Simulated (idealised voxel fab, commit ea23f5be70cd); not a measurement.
Herein follows the process module entitled voxel quadruple lines.
The cross-section on display is named cut; it measures 235 nm wide, and its cells are 5 nm squares.
For the purposes of this document, a cross-section shall be understood as a grid of square cells, specified as bands listed in top-to-bottom order, each band consisting of one or more rows of cells. Read a band's entry like this: the first values are the height of its top and the height of its bottom in nm, and what follows is the sequence of materials from left to right, each with its width in nm. Note that "blank" is empty space, and that a single material marked "full width" reaches across the band from edge to edge. Ref level 0: as-received wafer is one material below here. Bottom band extends down with no lower bound ("z 0 and below"). So if you see something like "30..40" for the width, read it as the top row of the band sitting at the first number and the bottom row at the second, with every row in between moving by the same amount as the last. The designation "remained unchanged", where it is given for a processing step, indicates that no cell of the cross-section was altered in the course of that step. What "Closed void list" gives you is every empty space of 8 cells or more that is cut off from the top. Each appears as width x height at distance, with the distance taken from the left edge and width, height and distance all in nm. Step line, after settings: the simulator's comment on this step. overlay nm: right-of-plan distance of the mask on a masked step; negative values mean left-of-plan.
Process steps (planned)
| 1 | RECEIVE | material Si |
| 2 | CONFORMAL_DEP | material SiO2 | thk nm 5 |
| 3 | DIRECTIONAL_DEP | material Ru | thk nm 15 |
| 4 | DIRECTIONAL_DEP | material polySi | thk nm 15 |
| 5 | DIRECTIONAL_DEP | material aC | thk nm 25 |
| 6 | PATTERN | tone cover | mask id MANDREL | material resist | width nm 25 | pitch nm 80 | thk nm 35 | overlay nm 0 |
| 7 | DIRECTIONAL_ETCH | etch materials aC | depth nm 25 |
| 8 | STRIP | etch materials resist |
| 9 | CONFORMAL_DEP | material SiO2 | thk nm 15 |
| 10 | DIRECTIONAL_ETCH | etch materials SiO2 | depth nm 15 |
| 11 | STRIP | etch materials aC |
| 12 | DIRECTIONAL_ETCH | etch materials polySi | depth nm 15 |
| 13 | STRIP | etch materials SiO2 |
| 14 | CONFORMAL_DEP | material SiCN | thk nm 5 |
| 15 | DIRECTIONAL_ETCH | etch materials SiCN | depth nm 5 |
| 16 | STRIP | etch materials polySi |
| 17 | DIRECTIONAL_ETCH | etch materials Ru | depth nm 15 |
| 18 | STRIP | etch materials SiCN |
First of two wafers, with the run carried out as planned
Shown in cross-section is the wafer as received, that is, as it stands after step 1
* z 0 and below = Si full width
* Closed void list: none
State of the wafer after step 2, shown in cross-section
* z 5 to 0 = SiO2 full width
* Lower than 0, everything is as it was.
State of the wafer after step 3, shown in cross-section
* z 20 to 5 = Ru full width
* Lower than 5, everything is as it was.
State of the wafer after step 4, shown in cross-section
* z 35 to 20 = polySi full width
* Lower than 20, everything is as it was.
State of the wafer after step 5, shown in cross-section
* z 60 to 35 = aC full width
* Lower than 35, everything is as it was.
State of the wafer after step 6, shown in cross-section
* z 95 to 60 = blank 65 nm, then resist 25 nm, then blank 55 nm, then resist 25 nm, then blank 65 nm
* Lower than 60, everything is as it was.
State of the wafer after step 7, shown in cross-section
* z 70 to 60 = blank 65 nm, then resist 25 nm, then blank 55 nm, then resist 25 nm, then blank 65 nm
* z 60 to 35 = blank 65 nm, then aC 25 nm, then blank 55 nm, then aC 25 nm, then blank 65 nm
* Lower than 35, everything is as it was.
State of the wafer after step 8, shown in cross-section
* z 60 to 35 = blank 65 nm, then aC 25 nm, then blank 55 nm, then aC 25 nm, then blank 65 nm
* Lower than 35, everything is as it was.
State of the wafer after step 9, shown in cross-section
* z 75 to 60 = blank 50 nm, then SiO2 55 nm, then blank 25 nm, then SiO2 55 nm, then blank 50 nm
* z 60 to 50 = blank 50 nm, then SiO2 15 nm, then aC 25 nm, then SiO2 15 nm, then blank 25 nm, then SiO2 15 nm, then aC 25 nm, then SiO2 15 nm, then blank 50 nm
* z 50 to 35 = SiO2 65 nm, then aC 25 nm, then SiO2 55 nm, then aC 25 nm, then SiO2 65 nm
* Lower than 35, everything is as it was.
State of the wafer after step 10, shown in cross-section
* z 60 to 35 = blank 50 nm, then SiO2 15 nm, then aC 25 nm, then SiO2 15 nm, then blank 25 nm, then SiO2 15 nm, then aC 25 nm, then SiO2 15 nm, then blank 50 nm
* Lower than 35, everything is as it was.
State of the wafer after step 11, shown in cross-section
* z 60 to 35 = blank 50 nm, then SiO2 15 nm, then blank 25 nm, then SiO2 15 nm, then blank 25 nm, then SiO2 15 nm, then blank 25 nm, then SiO2 15 nm, then blank 50 nm
* Lower than 35, everything is as it was.
State of the wafer after step 12, shown in cross-section
* z 60 to 35 = blank 50 nm, then SiO2 15 nm, then blank 25 nm, then SiO2 15 nm, then blank 25 nm, then SiO2 15 nm, then blank 25 nm, then SiO2 15 nm, then blank 50 nm
* z 35 to 20 = blank 50 nm, then polySi 15 nm, then blank 25 nm, then polySi 15 nm, then blank 25 nm, then polySi 15 nm, then blank 25 nm, then polySi 15 nm, then blank 50 nm
* Lower than 20, everything is as it was.
State of the wafer after step 13, shown in cross-section
* z 35 to 20 = blank 50 nm, then polySi 15 nm, then blank 25 nm, then polySi 15 nm, then blank 25 nm, then polySi 15 nm, then blank 25 nm, then polySi 15 nm, then blank 50 nm
* Lower than 20, everything is as it was.
State of the wafer after step 14, shown in cross-section
* z 40 to 35 = blank 45 nm, then SiCN 25 nm, then blank 15 nm, then SiCN 25 nm, then blank 15 nm, then SiCN 25 nm, then blank 15 nm, then SiCN 25 nm, then blank 45 nm
* z 35 to 25 = blank 45 nm, then SiCN 5 nm, then polySi 15 nm, then SiCN 5 nm, then blank 15 nm, then SiCN 5 nm, then polySi 15 nm, then SiCN 5 nm, then blank 15 nm, then SiCN 5 nm, then polySi 15 nm, then SiCN 5 nm, then blank 15 nm, then SiCN 5 nm, then polySi 15 nm, then SiCN 5 nm, then blank 45 nm
* z 25 to 20 = SiCN 50 nm, then polySi 15 nm, then SiCN 25 nm, then polySi 15 nm, then SiCN 25 nm, then polySi 15 nm, then SiCN 25 nm, then polySi 15 nm, then SiCN 50 nm
* Lower than 20, everything is as it was.
State of the wafer after step 15, shown in cross-section
* z 35 to 20 = blank 45 nm, then SiCN 5 nm, then polySi 15 nm, then SiCN 5 nm, then blank 15 nm, then SiCN 5 nm, then polySi 15 nm, then SiCN 5 nm, then blank 15 nm, then SiCN 5 nm, then polySi 15 nm, then SiCN 5 nm, then blank 15 nm, then SiCN 5 nm, then polySi 15 nm, then SiCN 5 nm, then blank 45 nm
* Lower than 20, everything is as it was.
State of the wafer after step 16, shown in cross-section
* z 35 to 20 = blank 45 nm, then SiCN 5 nm, then blank 15 nm, then SiCN 5 nm, then blank 15 nm, then SiCN 5 nm, then blank 15 nm, then SiCN 5 nm, then blank 15 nm, then SiCN 5 nm, then blank 15 nm, then SiCN 5 nm, then blank 15 nm, then SiCN 5 nm, then blank 15 nm, then SiCN 5 nm, then blank 45 nm
* Lower than 20, everything is as it was.
State of the wafer after step 17, shown in cross-section
* z 35 to 20 = blank 45 nm, then SiCN 5 nm, then blank 15 nm, then SiCN 5 nm, then blank 15 nm, then SiCN 5 nm, then blank 15 nm, then SiCN 5 nm, then blank 15 nm, then SiCN 5 nm, then blank 15 nm, then SiCN 5 nm, then blank 15 nm, then SiCN 5 nm, then blank 15 nm, then SiCN 5 nm, then blank 45 nm
* z 20 to 5 = blank 45 nm, then Ru 5 nm, then blank 15 nm, then Ru 5 nm, then blank 15 nm, then Ru 5 nm, then blank 15 nm, then Ru 5 nm, then blank 15 nm, then Ru 5 nm, then blank 15 nm, then Ru 5 nm, then blank 15 nm, then Ru 5 nm, then blank 15 nm, then Ru 5 nm, then blank 45 nm
* Lower than 5, everything is as it was.
State of the wafer after step 18, shown in cross-section
* z 20 to 5 = blank 45 nm, then Ru 5 nm, then blank 15 nm, then Ru 5 nm, then blank 15 nm, then Ru 5 nm, then blank 15 nm, then Ru 5 nm, then blank 15 nm, then Ru 5 nm, then blank 15 nm, then Ru 5 nm, then blank 15 nm, then Ru 5 nm, then blank 15 nm, then Ru 5 nm, then blank 45 nm
* Lower than 5, everything is as it was.
Wafer two. Identical start, identical plan. One mistake in execution. Identical history through step 5
The second wafer in cross-section, at the planned close of step 6
* z 95 to 60 = resist 65 nm, then blank 25 nm, then resist 55 nm, then blank 25 nm, then resist 65 nm
* Lower than 60, everything is as it was.
The second wafer in cross-section, at the planned close of step 7
* z 70 to 60 = resist 65 nm, then blank 25 nm, then resist 55 nm, then blank 25 nm, then resist 65 nm
* z 60 to 35 = aC 65 nm, then blank 25 nm, then aC 55 nm, then blank 25 nm, then aC 65 nm
* Lower than 35, everything is as it was.
The second wafer in cross-section, at the planned close of step 8
* z 60 to 35 = aC 65 nm, then blank 25 nm, then aC 55 nm, then blank 25 nm, then aC 65 nm
* Lower than 35, everything is as it was.
The second wafer in cross-section, at the planned close of step 9
* z 75 to 60 = SiO2 full width
* z 60 to 35 = aC 65 nm, then SiO2 25 nm, then aC 55 nm, then SiO2 25 nm, then aC 65 nm
* Lower than 35, everything is as it was.
The second wafer in cross-section, at the planned close of step 10
* z 60 to 35 = aC 65 nm, then SiO2 25 nm, then aC 55 nm, then SiO2 25 nm, then aC 65 nm
* Lower than 35, everything is as it was.
The second wafer in cross-section, at the planned close of step 11
* z 60 to 35 = blank 65 nm, then SiO2 25 nm, then blank 55 nm, then SiO2 25 nm, then blank 65 nm
* Lower than 35, everything is as it was.
The second wafer in cross-section, at the planned close of step 12
* z 60 to 35 = blank 65 nm, then SiO2 25 nm, then blank 55 nm, then SiO2 25 nm, then blank 65 nm
* z 35 to 20 = blank 65 nm, then polySi 25 nm, then blank 55 nm, then polySi 25 nm, then blank 65 nm
* Lower than 20, everything is as it was.
The second wafer in cross-section, at the planned close of step 13
* z 35 to 20 = blank 65 nm, then polySi 25 nm, then blank 55 nm, then polySi 25 nm, then blank 65 nm
* Lower than 20, everything is as it was.
The second wafer in cross-section, at the planned close of step 14
* z 40 to 35 = blank 60 nm, then SiCN 35 nm, then blank 45 nm, then SiCN 35 nm, then blank 60 nm
* z 35 to 25 = blank 60 nm, then SiCN 5 nm, then polySi 25 nm, then SiCN 5 nm, then blank 45 nm, then SiCN 5 nm, then polySi 25 nm, then SiCN 5 nm, then blank 60 nm
* z 25 to 20 = SiCN 65 nm, then polySi 25 nm, then SiCN 55 nm, then polySi 25 nm, then SiCN 65 nm
* Lower than 20, everything is as it was.
The second wafer in cross-section, at the planned close of step 15
* z 35 to 20 = blank 60 nm, then SiCN 5 nm, then polySi 25 nm, then SiCN 5 nm, then blank 45 nm, then SiCN 5 nm, then polySi 25 nm, then SiCN 5 nm, then blank 60 nm
* Lower than 20, everything is as it was.
The second wafer in cross-section, at the planned close of step 16
* z 35 to 20 = blank 60 nm, then SiCN 5 nm, then blank 25 nm, then SiCN 5 nm, then blank 45 nm, then SiCN 5 nm, then blank 25 nm, then SiCN 5 nm, then blank 60 nm
* Lower than 20, everything is as it was.
The second wafer in cross-section, at the planned close of step 17
* z 35 to 20 = blank 60 nm, then SiCN 5 nm, then blank 25 nm, then SiCN 5 nm, then blank 45 nm, then SiCN 5 nm, then blank 25 nm, then SiCN 5 nm, then blank 60 nm
* z 20 to 5 = blank 60 nm, then Ru 5 nm, then blank 25 nm, then Ru 5 nm, then blank 45 nm, then Ru 5 nm, then blank 25 nm, then Ru 5 nm, then blank 60 nm
* Lower than 5, everything is as it was.
The second wafer in cross-section, at the planned close of step 18
* z 20 to 5 = blank 60 nm, then Ru 5 nm, then blank 25 nm, then Ru 5 nm, then blank 45 nm, then Ru 5 nm, then blank 25 nm, then Ru 5 nm, then blank 60 nm
* Lower than 5, everything is as it was.
The mistake made against the process plan was this: step 6 off recipe, ran as PATTERN | tone open | mask id MANDREL | material resist | width nm 25 | pitch nm 80 | thk nm 35 | overlay nm 0
Wrapping up, a cell-based count of both wafers puts the second over or under the first for these materials: Ru -12
